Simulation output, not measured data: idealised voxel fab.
Module name: voxel spacer lines (process module)
We display cut, a cross-section 285 nm in width whose square cells are each 5 nm.
Square cells in a grid make up a cross-section in this document, and the grid is given as bands, listed from the top down, each one or more rows of cells.
Band: top and bottom heights (nm) first, top before bottom; then materials from left to right, widths in nm. "edge to edge" marks a sole material filling the band edge to edge. "blank" denotes empty space.
Heads up on the height convention: 0 is the point under which the incoming wafer is all one material, and the lowest band has no bottom, it just keeps going down, like "0..down".
Quick explanation for "30->40": the width changes in equal steps down the rows of cells, from the first number in the band's top row to the second number in its bottom row.
You'll sometimes find "nothing was modified" written for a step, and that's the way of saying that nowhere in the cross-section did a cell change during that step.
You'll see "Closed-off voids" listing empty spaces that have no way open to the top, as long as they're 8 cells or more; the notation is width x height at distance, where the distance is from the left edge, and all of it is in nm.
Heads up: the bit after the settings on a step's line is the simulator's remark on that step.
overlay nm: how far to the right of its planned place the mask lay on this masked step (negative: to the left).

**So here's the lineup of process steps we planned**
1,RECEIVE [material Si]
2,CONFORMAL_DEP [material Al2O3] [thk nm 10]
3,DIRECTIONAL_DEP [material W] [thk nm 10]
4,DIRECTIONAL_DEP [material polySi] [thk nm 30]
5,PATTERN [tone cover] [mask id MANDREL] [material resist] [width nm 20] [pitch nm 60] [thk nm 40] [overlay nm 0]
6,DIRECTIONAL_ETCH [etch materials polySi] [depth nm 30]
7,STRIP [etch materials resist]
8,CONFORMAL_DEP [material SiO2] [thk nm 10]
9,DIRECTIONAL_ETCH [etch materials SiO2] [depth nm 10]
10,STRIP [etch materials polySi]
11,DIRECTIONAL_ETCH [etch materials W] [depth nm 10]
12,STRIP [etch materials SiO2]

**Cross-section of the incoming wafer, state after step 1**
    0..down | Si edge to edge
    Closed-off voids: none

**The first of two wafers, cross-sectioned at the end of the module, with the run proceeding as planned**
    20..10 | 90 of blank  10 of W  20 of blank  10 of W  20 of blank  10 of W  20 of blank  10 of W  95 of blank
    10..0 | Al2O3 edge to edge
    0..down | Si edge to edge
    Closed-off voids: none

**Module end: cross-section of wafer two of two. Same start and process plan as the first wafer. One mistake during execution**
    20..10 | 100 of blank  10 of W  20 of blank  10 of W  20 of blank  10 of W  20 of blank  10 of W  85 of blank
    10..0 | Al2O3 edge to edge
    0..down | Si edge to edge
    Closed-off voids: none
The plan and the run diverged here: step 5 did not use the planned setting and instead ran as PATTERN [tone cover] [mask id MANDREL] [material resist] [width nm 20] [pitch nm 60] [thk nm 40] [overlay nm 10]
Matching per-material cell counts, mismatched positions: that is how the second wafer compares with the first at the end.
